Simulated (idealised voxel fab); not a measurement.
Documented hereafter: the process module known as voxel ribs on slabs.
The width of the displayed cross-section, cut, is 275 nm; its cells are square, with a size of 5 nm.
Just so we're on the same page, the cross-sections are grids of square cells, and they're listed out in bands top to bottom, each band one or more rows deep.
Top, bottom (nm), then materials left to right with widths (nm); lone material tagged "throughout" fills the whole band edge to edge; "blank" = empty space.
Height reference: 0 = level under which incoming wafer is all one material. Lowest band: no bottom, runs on downward, e.g. "0..down".
So if you see something like "30->40" for the width, read it as the top row of the band sitting at the first number and the bottom row at the second, with every row in between moving by the same amount as the last.
Any step labelled "all unchanged" changed none of the cells in the cross-section.
If an empty space has no open way to the top and is at least 8 cells in size, "Entrapped void list" lists it, written width x height at distance, where distance is measured from the left edge and every value is in nm.
Post-settings text on a step line: simulator's own remark regarding the step.
overlay nm: step with mask; distance mask lay right of planned place; negative value = left of planned place.
**The steps planned for the process are as follows**
1) RECEIVE (material Si)
2) DIRECTIONAL_DEP (material SiO2; thk nm 20)
3) DIRECTIONAL_DEP (material SiN; thk nm 20)
4) MASKED_ETCH (tone cover; mask id RIB; width nm 25; etch materials SiN; depth nm 10; overlay nm 0)
5) MASKED_ETCH (tone cover; mask id SLAB; width nm 55; etch materials SiN; depth nm 10; overlay nm 0)
6) FILL_DEP (material SiO2; thk nm 25)
7) CMP (height nm 60)
8) DIRECTIONAL_DEP (material TiN; thk nm 5)
9) PATTERN (tone cover; mask id HEATER; material resist; width nm 35; thk nm 20; overlay nm 0)
10) DIRECTIONAL_ETCH (etch materials TiN; depth nm 5)
11) STRIP (etch materials resist)
12) CONFORMAL_DEP (material SiN; thk nm 10)
**Received-state cross-section, reflecting completion of step 1**
> 0..down  Si throughout
> Entrapped void list: none
**Sectioned view, first of two wafers, at the close of the module, processed as intended in the plan**
> 75..70  110 blank, then 55 SiN, then 110 blank
> 70..65  SiN throughout
> 65..60  120 SiN, then 35 TiN, then 120 SiN
> 60..40  SiO2 throughout
> 40..30  125 SiO2, then 25 SiN, then 125 SiO2
> 30..20  110 SiO2, then 55 SiN, then 110 SiO2
> 20..0  SiO2 throughout
> 0..down  Si throughout
> Entrapped void list: none
**Cross-section of the latter of the two wafers at module completion. It had an identical start and an identical plan to the former; in running it, one mistake was made**
> 75..70  110 blank, then 55 SiN, then 110 blank
> 70..65  SiN throughout
> 65..60  120 SiN, then 35 TiN, then 120 SiN
> 60..50  125 SiO2, then 25 SiN, then 125 SiO2
> 50..40  110 SiO2, then 55 SiN, then 110 SiO2
> 40..0  SiO2 throughout
> 0..down  Si throughout
> Entrapped void list: none
In executing the process, a mistake was made relative to the plan: it should be noted that step 2 of the plan was executed twice
Upon completion, the cell count for each material on the second wafer equals that on the first, whereas the spatial distribution of those cells differs.
